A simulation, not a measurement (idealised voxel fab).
Title: Process Module voxel capacitor over wiring
Pictured: cross-section cut, 250 nm wide, on a grid of 5 nm square cells.
A cross-section is written here as square cells arranged in a grid, and it is given in bands from the top down, each band taking up one or more rows of cells.
What a band's entry tells you: where the top is and where the bottom is, as heights in nm, and after that what lies inside, material by material from left to right, each with its width in nm. Empty space is written as the word "empty", and a single material marked with the word "full width" occupies the band from edge to edge.
Basically, 0 is our baseline, since under it the wafer straight out of the box is all one material. The bottom band has no lower end and keeps on going down, so it looks like "top 0, no bottom".
Graded width ("30..40"): value in top row of band = first number; value in bottom row = second number; row-to-row change constant.
Any step labelled "left unchanged" changed none of the cells in the cross-section.
The entry "Sealed void list" lists the empty spaces that cover at least 8 cells and have no open path to the top. Each is written as width x height at distance, where the distance is measured from the left edge and all three values are in nm.
Step line, after settings: the simulator's comment on this step.
Steps that use a mask can have "overlay nm" on their line. It says how far the mask sat to the right of where it was meant to be. Negative means to the left.
# Set out below are the planned steps of the process
1,op RECEIVE | material Si
2,op CONFORMAL_DEP | material SiO2 | thk nm 10
3,op DIRECTIONAL_DEP | material TiN | thk nm 5
4,op DIRECTIONAL_DEP | material Ru | thk nm 25
5,op PATTERN | tone cover | mask id METAL_1 | material resist | width nm 30 | pitch nm 80 | thk nm 20 | overlay nm 0
6,op DIRECTIONAL_ETCH | etch materials Ru | depth nm 25
7,op DIRECTIONAL_ETCH | etch materials TiN | depth nm 5
8,op STRIP | etch materials resist
9,op CONFORMAL_DEP | material SiN | thk nm 5
10,op FILL_DEP | material SiO2 | thk nm 10
11,op CMP | height nm 40
12,op CONFORMAL_DEP | material SiCN | thk nm 5
13,op DIRECTIONAL_DEP | material SiO2 | thk nm 15
14,op PATTERN | tone open | mask id PLUG_1 | material resist | width nm 15 | thk nm 20 | overlay nm -15
15,op DIRECTIONAL_ETCH | etch materials SiO2 | depth nm 15
16,op DIRECTIONAL_ETCH | etch materials SiCN | depth nm 5
17,op STRIP | etch materials resist
18,op CONFORMAL_DEP | material TiN | thk nm 5
19,op FILL_DEP | material Cu | thk nm 5
20,op CMP | height nm 60
21,op DIRECTIONAL_DEP | material TiN | thk nm 5
22,op DIRECTIONAL_DEP | material SiN | thk nm 5
23,op DIRECTIONAL_DEP | material TiN | thk nm 10
24,op PATTERN | tone cover | mask id UPPER_PLATE | material resist | width nm 55 | thk nm 20 | overlay nm 0
25,op DIRECTIONAL_ETCH | etch materials TiN | depth nm 10
26,op DIRECTIONAL_ETCH | etch materials SiN | depth nm 5
27,op STRIP | etch materials resist
28,op PATTERN | tone cover | mask id LOWER_PLATE | material resist | width nm 65 | thk nm 15 | overlay nm 0
29,op DIRECTIONAL_ETCH | etch materials TiN | depth nm 5
30,op STRIP | etch materials resist
31,op FILL_DEP | material SiO2 | thk nm 20
32,op CMP | height nm 95
33,op DIRECTIONAL_DEP | material aC | thk nm 15
34,op PATTERN | tone open | mask id PLUG_2 | material resist | width nm 15 | thk nm 35 | overlay nm 0
35,op DIRECTIONAL_ETCH | etch materials aC | depth nm 15
36,op STRIP | etch materials resist
37,op DIRECTIONAL_ETCH | etch materials SiO2 | depth nm 15
38,op STRIP | etch materials aC
39,op CONFORMAL_DEP | material TiN | thk nm 5
40,op FILL_DEP | material W | thk nm 10
41,op CMP | height nm 95
42,op CONFORMAL_DEP | material SiN | thk nm 5
It is noted that the wafers described herein are identical at the outset and are distinguished by the overlay nm of step 14; the value stated in the plan corresponds to the first wafer.
# Sectional view: first of several wafers, as received, after step 1
  top 0, no bottom: Si full width
  Sealed void list: none
# Heads up, this table goes wafer by wafer. A row tells you, at the end of the module, how many cells of each material that wafer has put on (+) or dropped (-) since it was received, and then its closed voids
overlay nm -15 | +3 Cu | +60 Ru | +47 SiCN | +119 SiN | +706 SiO2 | +63 TiN | +2 W | Sealed void list: none
overlay nm -10 | +3 Cu | +60 Ru | +47 SiCN | +119 SiN | +706 SiO2 | +63 TiN | +2 W | Sealed void list: none
overlay nm -5 | +3 Cu | +60 Ru | +47 SiCN | +119 SiN | +706 SiO2 | +63 TiN | +2 W | Sealed void list: none
overlay nm 0 | +3 Cu | +60 Ru | +47 SiCN | +119 SiN | +706 SiO2 | +63 TiN | +2 W | Sealed void list: none
overlay nm 5 | +3 Cu | +60 Ru | +47 SiCN | +119 SiN | +706 SiO2 | +63 TiN | +2 W | Sealed void list: none
overlay nm 10 | +3 Cu | +60 Ru | +47 SiCN | +119 SiN | +706 SiO2 | +63 TiN | +2 W | Sealed void list: none
overlay nm 15 | +3 Cu | +60 Ru | +47 SiCN | +119 SiN | +706 SiO2 | +63 TiN | +2 W | Sealed void list: none
